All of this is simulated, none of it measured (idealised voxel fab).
process module | voxel double patterning
cross-section cut | 175 nm wide | cells 5 nm
A cross-section is a grid of square cells, given in bands from the top down. A band is one or more rows of cells.
Each band's line starts with the height of the band's top and of its bottom, in nm. Then come its materials from left to right, each with its width in nm. One material with "throughout" fills the band from edge to edge. "air" is empty space.
Height 0 is the level under which the wafer as received is all one material. The lowest band goes on downwards, as in "0 down".
A width such as "30 to 40" changes by the same amount from each row of cells to the next, from the band's top row to its bottom row.
"no change" after a step means that no cell of the cross-section changed.
closed voids: empty space of 8 cells or more with no open way to the top, each as width x height at its distance from the left edge, in nm
after a step's settings: what the simulator itself notes on the step
overlay nm, on a step with a mask: how far to the right of its planned place the mask lay; to the left if negative
plan
1 op RECEIVE | material Si
2 op CONFORMAL_DEP | material SiO2 | thk nm 10
3 op DIRECTIONAL_DEP | material TiN | thk nm 20
4 op DIRECTIONAL_DEP | material SiCN | thk nm 5
5 op PATTERN | tone open | mask id FIRST | material resist | width nm 15 | pitch nm 50 | thk nm 15 | overlay nm 0
6 op DIRECTIONAL_ETCH | etch materials SiCN | depth nm 5
7 op STRIP | etch materials resist
8 op PATTERN | tone open | mask id SECOND | material resist | width nm 15 | thk nm 15 | overlay nm 0
9 op DIRECTIONAL_ETCH | etch materials SiCN | depth nm 5
10 op STRIP | etch materials resist
11 op DIRECTIONAL_ETCH | etch materials TiN | depth nm 20
12 op STRIP | etch materials SiCN
as received, after step 1
  0 down: Si throughout
  closed voids: none
first wafer at the end, as planned
  30 to 10: TiN 55 | air 15 | TiN 10 | air 15 | TiN 10 | air 15 | TiN 55
  10 to 0: SiO2 throughout
  0 down: Si throughout
  closed voids: none
second wafer at the end: like start, like plan, one mistake
  30 to 10: TiN 55 | air 15 | TiN 10 | air 15 | TiN 10 | air 15 | TiN 55
  10 to 0: TiN throughout
  0 down: Si throughout
  closed voids: none
what went wrong: step 2 ran as: op CONFORMAL_DEP | material TiN | thk nm 10
at the end the second wafer has, in cells: 70 fewer of SiO2 | 70 more of TiN
